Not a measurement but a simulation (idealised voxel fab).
process module | voxel transistor to metal
cross-section cut | 140 nm wide | cells 5 nm
A cross-section is a grid of square cells, given in bands from the top down. A band is one or more rows of cells.
Each band's line starts with the height of the band's top and of its bottom, in nm. Then come its materials from left to right, each with its width in nm. One material with "throughout" fills the band from edge to edge. "air" is empty space.
Height 0 is the level under which the wafer as received is all one material. The lowest band goes on downwards, as in "0 down".
A width such as "30 to 40" changes by the same amount from each row of cells to the next, from the band's top row to its bottom row.
"no change" after a step means that no cell of the cross-section changed.
closed voids: empty space of 8 cells or more with no open way to the top, each as width x height at its distance from the left edge, in nm
after a step's settings: what the simulator itself notes on the step
overlay nm, on a step with a mask: how far to the right of its planned place the mask lay; to the left if negative
plan
1 op RECEIVE | material Si
2 op OXIDIZE | depth nm 5
3 op CONFORMAL_DEP | material SiN | thk nm 10
4 op MASKED_ETCH | tone cover | mask id ACTIVE | width nm 105 | etch materials SiN | depth nm 10 | overlay nm 0
5 op MASKED_ETCH | tone cover | mask id ACTIVE | width nm 105 | etch materials SiO2 | depth nm 5 | overlay nm 0
6 op MASKED_ETCH | tone cover | mask id ACTIVE | width nm 105 | etch materials Si | depth nm 30 | overlay nm 0
7 op OXIDIZE | depth nm 5
8 op FILL_DEP | material SiO2 | thk nm 15
9 op CMP | height nm 10
10 op SELECTIVE_ETCH | etch materials SiO2 | depth nm 5
11 op STRIP | etch materials SiN
12 op SELECTIVE_ETCH | etch materials SiO2 | depth nm 5
13 op OXIDIZE | depth nm 5
14 op DIRECTIONAL_DEP | material polySi | thk nm 20
15 op DIRECTIONAL_DEP | material SiCN | thk nm 15
16 op DIRECTIONAL_DEP | material aC | thk nm 10
17 op PATTERN | tone cover | mask id GATE | material resist | width nm 25 | thk nm 25 | overlay nm 0
18 op DIRECTIONAL_ETCH | etch materials aC | depth nm 10
19 op STRIP | etch materials resist
20 op DIRECTIONAL_ETCH | etch materials SiCN | depth nm 25
21 op DIRECTIONAL_ETCH | etch materials polySi | depth nm 30
22 op STRIP | etch materials aC
23 op CONFORMAL_DEP | material SiN | thk nm 5
24 op DIRECTIONAL_ETCH | etch materials SiN | depth nm 5
25 op DIRECTIONAL_ETCH | etch materials SiO2 | depth nm 5
26 op DIRECTIONAL_ETCH | etch materials Si | depth nm 5
27 op EPI | material pSi | thk nm 10
28 op FILL_DEP | material SiO2 | thk nm 10
29 op CMP | height nm 15
30 op STRIP | etch materials polySi
31 op SELECTIVE_ETCH | etch materials SiO2 | depth nm 5
32 op CONFORMAL_DEP | material HfO2 | thk nm 5
33 op CONFORMAL_DEP | material TiN | thk nm 5
34 op FILL_DEP | material W | thk nm 5
35 op CMP | height nm 10
36 op DIRECTIONAL_DEP | material SiO2 | thk nm 10
37 op PATTERN | tone open | mask id CONTACT | material resist | width nm 15 | pitch nm 80 | thk nm 15 | overlay nm 0
38 op DIRECTIONAL_ETCH | etch materials SiO2 | depth nm 25
39 op STRIP | etch materials resist
40 op CONFORMAL_DEP | material TiN | thk nm 5
41 op FILL_DEP | material Ru | thk nm 10
42 op CMP | height nm 20
43 op CONFORMAL_DEP | material SiCN | thk nm 5
44 op DIRECTIONAL_DEP | material lowk | thk nm 20
45 op DIRECTIONAL_DEP | material aC | thk nm 15
46 op PATTERN | tone open | mask id METAL_1 | material resist | width nm 15 | pitch nm 80 | thk nm 30 | overlay nm 0
47 op DIRECTIONAL_ETCH | etch materials aC | depth nm 15
48 op STRIP | etch materials resist
49 op DIRECTIONAL_ETCH | etch materials lowk | depth nm 20
50 op DIRECTIONAL_ETCH | etch materials SiCN | depth nm 5
51 op STRIP | etch materials aC
52 op CONFORMAL_DEP | material TiN | thk nm 5
53 op FILL_DEP | material Cu | thk nm 5
54 op CMP | height nm 45
55 op CONFORMAL_DEP | material SiCN | thk nm 5
56 op DIRECTIONAL_DEP | material lowk | thk nm 35
57 op PATTERN | tone open | mask id METAL_2 | material resist | width nm 15 | pitch nm 80 | thk nm 15 | overlay nm 0
58 op DIRECTIONAL_ETCH | etch materials lowk | depth nm 20
59 op STRIP | etch materials resist
60 op MASKED_ETCH | tone open | mask id METAL_2_HOLES | width nm 15 | pitch nm 80 | etch materials lowk | depth nm 15 | overlay nm 0
61 op MASKED_ETCH | tone open | mask id METAL_2_HOLES | width nm 15 | pitch nm 80 | etch materials SiCN | depth nm 5 | overlay nm 0
62 op CONFORMAL_DEP | material TiN | thk nm 5
63 op FILL_DEP | material Ru | thk nm 10
64 op CMP | height nm 85
65 op CONFORMAL_DEP | material SiCN | thk nm 5
as received, after step 1
  0 down: Si throughout
  closed voids: none
a wafer at the end: this start, this plan, one mistake
  90 to 85: SiCN throughout
  85 to 50: lowk 20 | TiN 5 | Ru 5 | TiN 5 | lowk 65 | TiN 5 | Ru 5 | TiN 5 | lowk 25
  50 to 45: SiCN 20 | TiN 15 | SiCN 65 | TiN 15 | SiCN 25
  45 to 25: lowk 20 | TiN 5 | Cu 5 | TiN 5 | lowk 65 | TiN 5 | Cu 5 | TiN 5 | lowk 25
  25 to 20: SiCN 20 | TiN 15 | SiCN 65 | TiN 15 | SiCN 25
  20 to 10: SiO2 20 | TiN 5 | Ru 5 | TiN 5 | SiO2 65 | TiN 5 | Ru 5 | TiN 5 | SiO2 25
  10 to 0: SiO2 20 | TiN 5 | Ru 5 | TiN 5 | SiO2 15 | SiN 5 | TiN 5 | HfO2 5 | W 5 | HfO2 5 | TiN 5 | SiN 5 | SiO2 15 | TiN 5 | Ru 5 | TiN 5 | SiO2 25
  0 to -5: SiO2 10 | SiN 5 | SiO2 5 | TiN 15 | SiO2 5 | pSi 10 | SiN 5 | TiN 5 | HfO2 15 | TiN 5 | SiN 5 | pSi 10 | SiO2 5 | TiN 15 | SiO2 5 | SiN 5 | SiO2 15
  -5 to -10: SiO2 15 | pSi 35 | TiN 35 | pSi 35 | SiO2 20
  -10 to -15: SiO2 20 | pSi 30 | Si 35 | pSi 30 | SiO2 25
  -15 to -40: SiO2 20 | Si 95 | SiO2 25
  -40 down: Si throughout
  closed voids: none
what went wrong: steps 32 and 33 were swapped
